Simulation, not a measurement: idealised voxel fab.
process module | voxel released beams
The cross-section on display is named cut; it measures 250 nm wide, and its cells are 5 nm squares.
Heads up, the way a cross-section reads in here is a grid of square cells, handed over as bands from the top down, with every band being one or more rows of cells.
A band entry consists of two parts. The first gives the height of the band's top and the height of its bottom, in nm. The rest lists the band's materials from left to right, each with its width in nm. A single material labelled with the word "edge to edge" fills the band from edge to edge, and the word "empty" marks empty space.
We count height from 0. Below that, the starting wafer is all one material. The lowest band never ends at the bottom but goes on down; see "0 down" for how that is written.
Per-row width for "30 to 40": begins at first number (top row of band), ends at second number (bottom row), increment between rows held constant.
You'll sometimes find "no change" written for a step, and that's the way of saying that nowhere in the cross-section did a cell change during that step.
Under "Unvented voids" you'll find the enclosed gaps, the ones with no way out to the top, that are 8 cells or bigger; each reads width x height at distance, with distance counted from the left edge, everything in nm.
Note: text after step settings on the step line = simulator remark on that step.
overlay nm: on a step with a mask, how far right of its planned place the mask lay; negative means left.
### Listed below are the process steps as planned
1: RECEIVE [material Si]
2: CONFORMAL_DEP [material Al2O3] [thk nm 5]
3: DIRECTIONAL_DEP [material SiO2] [thk nm 10]
4: PATTERN [tone open] [mask id ANCHOR] [material resist] [width nm 30] [thk nm 15] [overlay nm 0]
5: DIRECTIONAL_ETCH [etch materials SiO2] [depth nm 10]
6: STRIP [etch materials resist]
7: CONFORMAL_DEP [material SiN] [thk nm 10]
8: PATTERN [tone cover] [mask id BEAM] [material resist] [width nm 100] [thk nm 15] [overlay nm 0]
9: DIRECTIONAL_ETCH [etch materials SiN] [depth nm 10]
10: STRIP [etch materials resist]
11: STRIP [etch materials SiO2]
### The following pertains to the first of two wafers, which was processed as planned
### Cross-section: wafer on arrival = after step 1
- 0 down | Si edge to edge
- Unvented voids: none
### Sectional view: wafer, after step 2
- 5 to 0 | Al2O3 edge to edge
- For the remainder of the cross-section, below 0, there is no change.
### Sectional view: wafer, after step 3
- 15 to 5 | SiO2 edge to edge
- For the remainder of the cross-section, below 5, there is no change.
### Sectional view: wafer, after step 4
- 30 to 15 | 75 resist  30 empty  145 resist
- For the remainder of the cross-section, below 15, there is no change.
### Sectional view: wafer, after step 5
- 30 to 15 | 75 resist  30 empty  145 resist
- 15 to 5 | 75 SiO2  30 empty  145 SiO2
- For the remainder of the cross-section, below 5, there is no change.
### Sectional view: wafer, after step 6
- 15 to 5 | 75 SiO2  30 empty  145 SiO2
- For the remainder of the cross-section, below 5, there is no change.
### Sectional view: wafer, after step 7
- 25 to 15 | 85 SiN  10 empty  155 SiN
- 15 to 5 | 75 SiO2  30 SiN  145 SiO2
- For the remainder of the cross-section, below 5, there is no change.
### Sectional view: wafer, after step 8
- 40 to 25 | 70 empty  100 resist  80 empty
- 25 to 15 | 85 SiN  10 resist  155 SiN
- For the remainder of the cross-section, below 15, there is no change.
### Sectional view: wafer, after step 9
- 40 to 25 | 70 empty  100 resist  80 empty
- 25 to 15 | 70 empty  15 SiN  10 resist  75 SiN  80 empty
- For the remainder of the cross-section, below 15, there is no change.
### Sectional view: wafer, after step 10
- 25 to 15 | 70 empty  15 SiN  10 empty  75 SiN  80 empty
- For the remainder of the cross-section, below 15, there is no change.
### Sectional view: wafer, after step 11
- 25 to 15 | 70 empty  15 SiN  10 empty  75 SiN  80 empty
- 15 to 5 | 75 empty  30 SiN  145 empty
- For the remainder of the cross-section, below 5, there is no change.
### Notes, second wafer: start = first wafer's, plan = first wafer's, execution had one mistake; history identical to first through step 2
### At the planned end of step 3, the second wafer in cross-section
- 10 to 5 | SiO2 edge to edge
- For the remainder of the cross-section, below 5, there is no change.
### At the planned end of step 4, the second wafer in cross-section
- 25 to 10 | 75 resist  30 empty  145 resist
- For the remainder of the cross-section, below 10, there is no change.
### At the planned end of step 5, the second wafer in cross-section
- 25 to 10 | 75 resist  30 empty  145 resist
- 10 to 5 | 75 SiO2  30 empty  145 SiO2
- For the remainder of the cross-section, below 5, there is no change.
### At the planned end of step 6, the second wafer in cross-section
- 10 to 5 | 75 SiO2  30 empty  145 SiO2
- For the remainder of the cross-section, below 5, there is no change.
### At the planned end of step 7, the second wafer in cross-section
- 20 to 15 | 85 SiN  10 empty  155 SiN
- 15 to 10 | SiN edge to edge
- 10 to 5 | 75 SiO2  30 SiN  145 SiO2
- For the remainder of the cross-section, below 5, there is no change.
### At the planned end of step 8, the second wafer in cross-section
- 35 to 20 | 70 empty  100 resist  80 empty
- 20 to 15 | 85 SiN  10 resist  155 SiN
- For the remainder of the cross-section, below 15, there is no change.
### At the planned end of step 9, the second wafer in cross-section
- 35 to 20 | 70 empty  100 resist  80 empty
- 20 to 15 | 70 empty  15 SiN  10 resist  75 SiN  80 empty
- 15 to 10 | 70 empty  100 SiN  80 empty
- For the remainder of the cross-section, below 10, there is no change.
### At the planned end of step 10, the second wafer in cross-section
- 20 to 15 | 70 empty  15 SiN  10 empty  75 SiN  80 empty
- For the remainder of the cross-section, below 15, there is no change.
### At the planned end of step 11, the second wafer in cross-section
- 20 to 15 | 70 empty  15 SiN  10 empty  75 SiN  80 empty
- 15 to 5 | 70 to 75 empty  100 to 30 SiN  80 to 145 empty
- For the remainder of the cross-section, below 5, there is no change.
Processing error: step 3 was run on a setting that differed from the plan, and what really ran there is DIRECTIONAL_DEP [material SiO2] [thk nm 5]
Wrapping up, a cell-based count of both wafers puts the second over or under the first for these materials: -4 SiN
